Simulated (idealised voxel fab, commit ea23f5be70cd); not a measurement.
Process module, titled voxel self aligned contacts
Pictured: cross-section cut, 250 nm wide, on a grid of 5 nm square cells.
A cross-section is a grid of square cells, given in bands from the top down. A band is one or more rows of cells.
For a band, the entry starts with two heights in nm, that of the top and then that of the bottom, and carries on with the band's materials in order from left to right, each alongside its width in nm; the word "everywhere" beside a single material means it fills the band edge to edge, and "air" means empty space.
Basically, 0 is our baseline, since under it the wafer straight out of the box is all one material. The bottom band has no lower end and keeps on going down, so it looks like "0 -> down".
You'd read "30 to 40" like this: the band's top row of cells is as wide as the first number, its bottom row is as wide as the second, and going down, every row changes width by the same amount as the row before did.
Step note "no change" = no cross-section cell changed.
Voids not open to the top, 8 cells minimum: see "Sealed cavities". Written width x height at distance; distance is from the left edge; nm.
The remark found on a step's line after its settings is issued by the simulator itself and pertains to that step.
overlay nm: where the mask lay relative to plan, measured to the right, on steps with a mask; negatives go left.

Intended process steps
1,RECEIVE, material Si
2,CONFORMAL_DEP, material SiO2, thk nm 5
3,DIRECTIONAL_DEP, material polySi, thk nm 25
4,DIRECTIONAL_DEP, material SiN, thk nm 20
5,DIRECTIONAL_DEP, material aC, thk nm 10
6,PATTERN, tone cover, mask id GATE, material resist, width nm 35, pitch nm 70, thk nm 30, overlay nm 0
7,DIRECTIONAL_ETCH, etch materials aC, depth nm 10
8,STRIP, etch materials resist
9,DIRECTIONAL_ETCH, etch materials SiN, depth nm 20
10,DIRECTIONAL_ETCH, etch materials polySi, depth nm 25
11,STRIP, etch materials aC
12,CONFORMAL_DEP, material SiN, thk nm 5
13,DIRECTIONAL_ETCH, etch materials SiN, depth nm 5
14,FILL_DEP, material SiO2, thk nm 15
15,CMP, height nm 60
16,DIRECTIONAL_DEP, material aC, thk nm 10
17,PATTERN, tone open, mask id CONTACT, material resist, width nm 55, pitch nm 70, thk nm 25, overlay nm 0
18,DIRECTIONAL_ETCH, etch materials aC, depth nm 10
19,STRIP, etch materials resist
20,DIRECTIONAL_ETCH, etch materials SiO2, depth nm 60
21,STRIP, etch materials aC
22,CONFORMAL_DEP, material TiN, thk nm 5
23,FILL_DEP, material Ru, thk nm 10
24,CMP, height nm 60
25,CONFORMAL_DEP, material SiN, thk nm 5

Cross-section of the wafer at receipt, which is the condition after step 1
- 0 -> down = Si everywhere
- Sealed cavities: none

Final cross-section, module run with one mistake (start and plan as above)
- 75 -> 70 = SiN everywhere
- 70 -> 65 = Ru everywhere
- 65 -> 60 = TiN: 65; Ru: 45; TiN: 25; Ru: 45; TiN: 70
- 60 -> 50 = SiO2: 60; TiN: 5 to 20; Ru: 45 to 15; TiN: 5 to 20; SiO2: 15; TiN: 5 to 20; Ru: 45 to 15; TiN: 5 to 20; SiO2: 65
- 50 -> 30 = SiO2: 30; SiN: 45; TiN: 5; Ru: 15; TiN: 5; SiN: 45; TiN: 5; Ru: 15; TiN: 5; SiN: 45; SiO2: 35
- 30 -> 5 = SiO2: 30; SiN: 5; polySi: 35; SiN: 5; TiN: 5; Ru: 15; TiN: 5; SiN: 5; polySi: 35; SiN: 5; TiN: 5; Ru: 15; TiN: 5; SiN: 5; polySi: 35; SiN: 5; SiO2: 35
- 5 -> 0 = SiO2: 75; TiN: 25; SiO2: 45; TiN: 25; SiO2: 80
- 0 -> down = Si everywhere
- Sealed cavities: none
Diagnosis: step 24 deviated from plan and actually ran as CMP, height nm 70
